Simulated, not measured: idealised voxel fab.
The name of this process module is voxel transistor to metal.
We display cut, a cross-section 205 nm in width whose square cells are each 5 nm.
Think of the cross-section as a grid of square cells. We describe it in bands, top to bottom, and each band covers one or more rows of those cells.
Look at the band entry: it leads with the top's height and the bottom's height in nm. Then it lists the materials left to right, with a width in nm for each. The word "edge to edge" on a single material says that material fills the band edge to edge. The word "empty" is empty space.
For the purposes of this specification, 0 denotes the height below which the wafer in its as-received condition is composed wholly of one material, and the lowermost band, lacking a lower limit, extends downward without end, as expressed in "top 0, no bottom".
So if you see something like "30 to 40" for the width, read it as the top row of the band sitting at the first number and the bottom row at the second, with every row in between moving by the same amount as the last.
Reading "nothing was modified" for a step: not a cell of the cross-section changed in it.
"Sealed internal cavities" enumerates empty spaces isolated from the top, with no open way to it, that contain at least 8 cells, giving each as width x height at distance from the left edge, all three in nm.
Note: text after step settings on the step line = simulator remark on that step.
overlay nm: where the mask lay relative to plan, measured to the right, on steps with a mask; negatives go left.
Process steps foreseen in the plan
step 1: RECEIVE [material Si]
step 2: OXIDIZE [depth nm 5]
step 3: CONFORMAL_DEP [material SiN] [thk nm 10]
step 4: DIRECTIONAL_DEP [material aC] [thk nm 10]
step 5: PATTERN [tone cover] [mask id ACTIVE] [material resist] [width nm 100] [thk nm 25] [overlay nm 0]
step 6: DIRECTIONAL_ETCH [etch materials aC] [depth nm 10]
step 7: STRIP [etch materials resist]
step 8: DIRECTIONAL_ETCH [etch materials SiN] [depth nm 10]
step 9: DIRECTIONAL_ETCH [etch materials SiO2] [depth nm 5]
step 10: DIRECTIONAL_ETCH [etch materials Si] [depth nm 35]
step 11: STRIP [etch materials aC]
step 12: OXIDIZE [depth nm 5]
step 13: FILL_DEP [material SiO2] [thk nm 5]
step 14: CMP [height nm 10]
step 15: SELECTIVE_ETCH [etch materials SiO2] [depth nm 10]
step 16: STRIP [etch materials SiN]
step 17: SELECTIVE_ETCH [etch materials SiO2] [depth nm 5]
step 18: OXIDIZE [depth nm 5]
step 19: DIRECTIONAL_DEP [material polySi] [thk nm 20]
step 20: DIRECTIONAL_DEP [material SiCN] [thk nm 15]
step 21: PATTERN [tone cover] [mask id GATE] [material resist] [width nm 30] [thk nm 15] [overlay nm 0]
step 22: DIRECTIONAL_ETCH [etch materials SiCN] [depth nm 25]
step 23: DIRECTIONAL_ETCH [etch materials polySi] [depth nm 30]
step 24: STRIP [etch materials resist]
step 25: CONFORMAL_DEP [material SiN] [thk nm 10]
step 26: DIRECTIONAL_ETCH [etch materials SiN] [depth nm 10]
step 27: DIRECTIONAL_ETCH [etch materials SiO2] [depth nm 5]
step 28: DIRECTIONAL_ETCH [etch materials Si] [depth nm 10]
step 29: EPI [material nSi] [thk nm 15]
step 30: FILL_DEP [material SiO2] [thk nm 5]
step 31: CMP [height nm 15]
step 32: STRIP [etch materials polySi]
step 33: SELECTIVE_ETCH [etch materials SiO2] [depth nm 5]
step 34: CONFORMAL_DEP [material HfO2] [thk nm 5]
step 35: CONFORMAL_DEP [material TiN] [thk nm 5]
step 36: FILL_DEP [material W] [thk nm 5]
step 37: CMP [height nm 10]
step 38: DIRECTIONAL_DEP [material SiO2] [thk nm 10]
step 39: PATTERN [tone open] [mask id CONTACT] [material resist] [width nm 15] [pitch nm 75] [thk nm 20] [overlay nm 0]
step 40: DIRECTIONAL_ETCH [etch materials SiO2] [depth nm 25]
step 41: STRIP [etch materials resist]
step 42: CONFORMAL_DEP [material TiN] [thk nm 5]
step 43: FILL_DEP [material Ru] [thk nm 10]
step 44: CMP [height nm 20]
step 45: DIRECTIONAL_DEP [material TiN] [thk nm 5]
step 46: DIRECTIONAL_DEP [material Ru] [thk nm 20]
step 47: DIRECTIONAL_DEP [material aC] [thk nm 10]
step 48: PATTERN [tone cover] [mask id METAL_1] [material resist] [width nm 15] [pitch nm 75] [thk nm 25] [overlay nm 0]
step 49: DIRECTIONAL_ETCH [etch materials aC] [depth nm 10]
step 50: STRIP [etch materials resist]
step 51: DIRECTIONAL_ETCH [etch materials Ru] [depth nm 20]
step 52: DIRECTIONAL_ETCH [etch materials TiN] [depth nm 5]
step 53: STRIP [etch materials aC]
step 54: CONFORMAL_DEP [material SiN] [thk nm 5]
step 55: FILL_DEP [material lowk] [thk nm 10]
step 56: CMP [height nm 45]
step 57: CONFORMAL_DEP [material SiCN] [thk nm 5]
step 58: DIRECTIONAL_DEP [material lowk] [thk nm 30]
step 59: PATTERN [tone open] [mask id METAL_2] [material resist] [width nm 15] [pitch nm 75] [thk nm 20] [overlay nm 0]
step 60: DIRECTIONAL_ETCH [etch materials lowk] [depth nm 15]
step 61: STRIP [etch materials resist]
step 62: PATTERN [tone open] [mask id METAL_2_HOLES] [material resist] [width nm 15] [pitch nm 75] [thk nm 20] [overlay nm 0]
step 63: DIRECTIONAL_ETCH [etch materials lowk] [depth nm 15]
step 64: DIRECTIONAL_ETCH [etch materials SiCN] [depth nm 5]
step 65: STRIP [etch materials resist]
step 66: CONFORMAL_DEP [material TiN] [thk nm 5]
step 67: FILL_DEP [material Ru] [thk nm 5]
step 68: CMP [height nm 80]
step 69: CONFORMAL_DEP [material SiN] [thk nm 5]
Incoming wafer in cross-section (state: after step 1)
- top 0, no bottom  Si edge to edge
- Sealed internal cavities: none
What the wafer looks like in cross-section after this module, when it starts as shown above and follows the plan above but one mistake is made in running it
- top 85, bottom 80  SiN edge to edge
- top 80, bottom 50  lowk (55); TiN (5); Ru (5); TiN (5); lowk (60); TiN (5); Ru (5); TiN (5); lowk (60)
- top 50, bottom 45  SiCN (55); TiN (15); SiCN (60); TiN (15); SiCN (60)
- top 45, bottom 25  lowk (50); SiN (5); Ru (15); SiN (5); lowk (50); SiN (5); Ru (15); SiN (5); lowk (55)
- top 25, bottom 20  SiN (55); TiN (15); SiN (60); TiN (15); SiN (60)
- top 20, bottom 10  SiO2 (55); TiN (5); Ru (5); TiN (5); SiO2 (60); TiN (5); Ru (5); TiN (5); SiO2 (60)
- top 10, bottom 0  SiO2 (55); TiN (5); Ru (5); TiN (5); SiO2 (5); SiN (10); HfO2 (5); TiN (5); W (10); TiN (5); HfO2 (5); SiN (10); SiO2 (5); TiN (5); Ru (5); TiN (5); SiO2 (60)
- top 0, bottom -5  SiO2 (55); TiN (15); SiO2 (5); SiN (10); HfO2 (5); TiN (20); HfO2 (5); SiN (10); SiO2 (5); TiN (15); SiO2 (60)
- top -5, bottom -10  SiO2 (40); nSi (35); SiO2 (5); HfO2 (40); SiO2 (5); nSi (35); SiO2 (45)
- top -10, bottom -45  SiO2 (55); Si (90); SiO2 (60)
- top -45, no bottom  Si edge to edge
- Sealed internal cavities: none
Plan not followed: note: step 28 <-> step 29, run order reversed vs plan
